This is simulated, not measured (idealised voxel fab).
The document below concerns the process module designated voxel self aligned vias.
cross-section cut | 220 nm wide | cells 5 nm
A cross-section in this document is a grid of square cells, and it is written down as bands, the top band listed before the ones below it; a band is made up of one or more rows of cells. First you get the band's top height and its bottom height, in nm, and then the materials it's made of, left to right, with each width in nm. If you see a single material with "edge to edge", that one covers the band edge to edge. "blank" is empty space. Ref level 0: as-received wafer is one material below here. Bottom band extends down with no lower bound ("top 0, no bottom"). The width entry "30->40" should be interpreted row by row: the top row of cells in the band takes the first number, the bottom row takes the second number, and the change between adjacent rows is uniform throughout. Key: "no change occurred" - step with no changed cell in the cross-section. Closed empty spaces (no open way to the top) of 8 cells or more are what "Closed void register" lists, each as width x height at distance from the left edge, nm for all three. Read whatever lies past the settings on a step's line as the simulator's own remark about the step. On any step carrying a mask, the "overlay nm" setting, if present on the step's line, tells how far right of its planned place the mask lay; negative values point to the left.

Steps planned for the process
step 1: RECEIVE with material Si
step 2: CONFORMAL_DEP with material SiO2, thk nm 10
step 3: CONFORMAL_DEP with material SiCN, thk nm 5
step 4: DIRECTIONAL_DEP with material lowk, thk nm 30
step 5: DIRECTIONAL_DEP with material aC, thk nm 10
step 6: PATTERN with tone open, mask id LINES, material resist, width nm 30, pitch nm 70, thk nm 30, overlay nm 0
step 7: DIRECTIONAL_ETCH with etch materials aC, depth nm 10
step 8: STRIP with etch materials resist
step 9: DIRECTIONAL_ETCH with etch materials lowk, depth nm 30
step 10: STRIP with etch materials aC
step 11: CONFORMAL_DEP with material TiN, thk nm 5
step 12: FILL_DEP with material W, thk nm 5
step 13: CMP with height nm 45
step 14: SELECTIVE_ETCH with etch materials W Ru TiN, depth nm 10
step 15: FILL_DEP with material SiN, thk nm 10
step 16: CMP with height nm 45
step 17: DIRECTIONAL_DEP with material lowk, thk nm 15
step 18: MASKED_ETCH with tone open, mask id VIAS, width nm 30, pitch nm 70, etch materials lowk, depth nm 15, overlay nm 0
step 19: MASKED_ETCH with tone open, mask id VIAS, width nm 40, pitch nm 70, etch materials SiN, depth nm 10, overlay nm 0
step 20: CONFORMAL_DEP with material TiN, thk nm 5
step 21: FILL_DEP with material W, thk nm 10
step 22: CMP with height nm 60
step 23: CONFORMAL_DEP with material SiCN, thk nm 5
Across this set of wafers, the varied parameter is the width nm of step 18. Starting conditions are identical for every wafer, and the plan reports the value assigned to the first wafer.

Cross-section: the first of several wafers in its as-received state, i.e. following step 1
    top 0, no bottom: Si edge to edge
    Closed void register: none

Basically each wafer gets a line in the table, showing it at the end of the module: material by material, the cells it gained (+) or lost (-) since we got it, then its closed voids
width nm 30; +88 SiCN; +88 SiO2; +52 TiN; +56 W; +288 lowk; Closed void register: none
width nm 35; +88 SiCN; +88 SiO2; +54 TiN; +60 W; +282 lowk; Closed void register: none
width nm 40; +88 SiCN; +88 SiO2; +56 TiN; +64 W; +276 lowk; Closed void register: none
width nm 45; +88 SiCN; +88 SiO2; +58 TiN; +68 W; +270 lowk; Closed void register: none
width nm 50; +88 SiCN; +88 SiO2; +60 TiN; +72 W; +264 lowk; Closed void register: none
width nm 55; +88 SiCN; +88 SiO2; +62 TiN; +76 W; +258 lowk; Closed void register: none
